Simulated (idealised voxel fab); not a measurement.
The process module that follows is named voxel capacitor over wiring.
200 nm wide, 5 nm square cells: that's cross-section cut.
Cross-section format: a grid of square cells, given as bands from top to bottom; each band is one or more rows of cells.
A band entry consists of two parts. The first gives the height of the band's top and the height of its bottom, in nm. The rest lists the band's materials from left to right, each with its width in nm. A single material labelled with the word "all across" fills the band from edge to edge, and the word "air" marks empty space.
All heights in this document are referenced to 0, defined as the level beneath which the wafer, as received, consists entirely of one material. The lowest band is not bounded below; it extends indefinitely downward and is written in the form "z 0 and below".
Per-row width for "30..40": begins at first number (top row of band), ends at second number (bottom row), increment between rows held constant.
You'll sometimes find "nothing altered" written for a step, and that's the way of saying that nowhere in the cross-section did a cell change during that step.
For the entry "Closed void roster", the listed items are empty spaces with no open way to the top whose size is 8 cells or more; each item follows the pattern width x height at distance, where distance is from the left edge and all three are in nm.
Anything after a step's settings on that line? It's the simulator's own note about the step.
You can add "overlay nm" to a step's line. For a step with a mask, it describes how far the mask lay to the right of its planned position, and a negative number describes a lay to the left.

Below is the list of planned process steps
1. RECEIVE: material Si
2. CONFORMAL_DEP: material SiO2, thk nm 15
3. DIRECTIONAL_DEP: material TiN, thk nm 5
4. DIRECTIONAL_DEP: material Ru, thk nm 20
5. MASKED_ETCH: tone cover, mask id METAL_1, width nm 20, pitch nm 90, etch materials Ru, depth nm 20, overlay nm 0
6. MASKED_ETCH: tone cover, mask id METAL_1, width nm 20, pitch nm 90, etch materials TiN, depth nm 5, overlay nm 0
7. FILL_DEP: material SiO2, thk nm 10
8. CMP: height nm 40
9. CONFORMAL_DEP: material SiCN, thk nm 5
10. DIRECTIONAL_DEP: material lowk, thk nm 15
11. MASKED_ETCH: tone open, mask id PLUG_1, width nm 15, etch materials lowk, depth nm 15, overlay nm 0
12. MASKED_ETCH: tone open, mask id PLUG_1, width nm 15, etch materials SiCN, depth nm 5, overlay nm 0
13. EPI: material Ru, thk nm 10
14. EPI: material Ru, thk nm 10
15. DIRECTIONAL_DEP: material TiN, thk nm 10
16. DIRECTIONAL_DEP: material SiN, thk nm 5
17. DIRECTIONAL_DEP: material TiN, thk nm 10
18. DIRECTIONAL_DEP: material aC, thk nm 15
19. PATTERN: tone cover, mask id UPPER_PLATE, material resist, width nm 75, thk nm 30, overlay nm 0
20. DIRECTIONAL_ETCH: etch materials aC, depth nm 15
21. STRIP: etch materials resist
22. DIRECTIONAL_ETCH: etch materials TiN, depth nm 10
23. DIRECTIONAL_ETCH: etch materials SiN, depth nm 5
24. STRIP: etch materials aC
25. MASKED_ETCH: tone cover, mask id LOWER_PLATE, width nm 85, etch materials TiN, depth nm 10, overlay nm 0
26. FILL_DEP: material SiO2, thk nm 20
27. CMP: height nm 100
28. PATTERN: tone open, mask id PLUG_2, material resist, width nm 15, thk nm 15, overlay nm 0
29. DIRECTIONAL_ETCH: etch materials SiO2, depth nm 15
30. STRIP: etch materials resist
31. CONFORMAL_DEP: material TiN, thk nm 5
32. FILL_DEP: material W, thk nm 10
33. CMP: height nm 100
34. CONFORMAL_DEP: material SiCN, thk nm 5

Cross-sectional view of the wafer in its as-received condition, corresponding to the state after step 1
  z 0 and below = Si all across
  Closed void roster: none

Run as planned - first of the two wafers cross-sectioned at the end of the module
  z 105 to 100 = SiCN all across
  z 100 to 90 = SiO2 60 nm | TiN 5 nm | W 5 nm | TiN 5 nm | SiO2 125 nm
  z 90 to 85 = SiO2 60 nm | TiN 15 nm | SiO2 125 nm
  z 85 to 75 = SiO2 50 nm | TiN 75 nm | SiO2 75 nm
  z 75 to 70 = SiO2 50 nm | SiN 75 nm | SiO2 75 nm
  z 70 to 60 = SiO2 45 nm | TiN 85 nm | SiO2 70 nm
  z 60 to 45 = lowk 50 nm | Ru 15 nm | lowk 135 nm
  z 45 to 40 = SiCN 50 nm | Ru 15 nm | SiCN 135 nm
  z 40 to 20 = SiO2 45 nm | Ru 20 nm | SiO2 70 nm | Ru 20 nm | SiO2 45 nm
  z 20 to 15 = SiO2 45 nm | TiN 20 nm | SiO2 70 nm | TiN 20 nm | SiO2 45 nm
  z 15 to 0 = SiO2 all across
  z 0 and below = Si all across
  Closed void roster: none

This is the second of the two wafers, cross-sectioned at the end of the module; it started exactly like the first and was given the same plan, but it was run with one mistake
  z 105 to 100 = SiCN all across
  z 100 to 90 = SiO2 60 nm | TiN 5 nm | W 5 nm | TiN 5 nm | SiO2 125 nm
  z 90 to 85 = SiO2 60 nm | TiN 15 nm | SiO2 125 nm
  z 85 to 75 = SiO2 50 nm | TiN 75 nm | SiO2 75 nm
  z 75 to 70 = SiO2 50 nm | SiN 75 nm | SiO2 75 nm
  z 70 to 60 = SiO2 45 nm | TiN 85 nm | SiO2 70 nm
  z 60 to 45 = lowk 50 nm | Ru 15 nm | lowk 135 nm
  z 45 to 40 = SiCN 50 nm | Ru 15 nm | SiCN 135 nm
  z 40 to 20 = SiO2 40 nm | Ru 20 nm | SiO2 70 nm | Ru 20 nm | SiO2 50 nm
  z 20 to 15 = SiO2 40 nm | TiN 25 nm | SiO2 65 nm | TiN 25 nm | SiO2 45 nm
  z 15 to 0 = SiO2 all across
  z 0 and below = Si all across
  Closed void roster: none
Processing error: not per plan at step 5, really ran MASKED_ETCH: tone cover, mask id METAL_1, width nm 20, pitch nm 90, etch materials Ru, depth nm 20, overlay nm -5
At the finish, the second wafer shows more or fewer cells for some materials than the first does: -2 SiO2, +2 TiN
